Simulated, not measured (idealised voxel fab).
process module | voxel released beams
cross-section cut | 140 nm wide | cells 5 nm
A cross-section is a grid of square cells, given in bands from the top down. A band is one or more rows of cells.
Each band's line starts with the height of the band's top and of its bottom, in nm. Then come its materials from left to right, each with its width in nm. One material with "throughout" fills the band from edge to edge. "air" is empty space.
Height 0 is the level under which the wafer as received is all one material. The lowest band goes on downwards, as in "0 down".
A width such as "30 to 40" changes by the same amount from each row of cells to the next, from the band's top row to its bottom row.
"no change" after a step means that no cell of the cross-section changed.
closed voids: empty space of 8 cells or more with no open way to the top, each as width x height at its distance from the left edge, in nm
after a step's settings: what the simulator itself notes on the step
overlay nm, on a step with a mask: how far to the right of its planned place the mask lay; to the left if negative
plan
1 op RECEIVE | material Si
2 op CONFORMAL_DEP | material Al2O3 | thk nm 10
3 op DIRECTIONAL_DEP | material SiO2 | thk nm 15
4 op MASKED_ETCH | tone open | mask id ANCHOR | width nm 25 | etch materials SiO2 | depth nm 15 | overlay nm -15
5 op CONFORMAL_DEP | material W | thk nm 10
6 op MASKED_ETCH | tone cover | mask id BEAM | width nm 70 | etch materials W | depth nm 10 | overlay nm 0
7 op STRIP | etch materials SiO2
varied across the wafers: overlay nm of step 4. The plan shows the first wafer's value. All wafers start alike
first wafer as received, after step 1
  0 down: Si throughout
  closed voids: none
each wafer at the end: cells of each material gained (+) or lost (-) since it was received, then its closed voids
overlay nm -15 | +56 Al2O3 | +40 W | closed voids: none
overlay nm -10 | +56 Al2O3 | +40 W | closed voids: none
overlay nm -5 | +56 Al2O3 | +40 W | closed voids: none
overlay nm 0 | +56 Al2O3 | +40 W | closed voids: none
overlay nm 5 | +56 Al2O3 | +40 W | closed voids: none
overlay nm 10 | +56 Al2O3 | +40 W | closed voids: none
overlay nm 15 | +56 Al2O3 | +40 W | closed voids: none
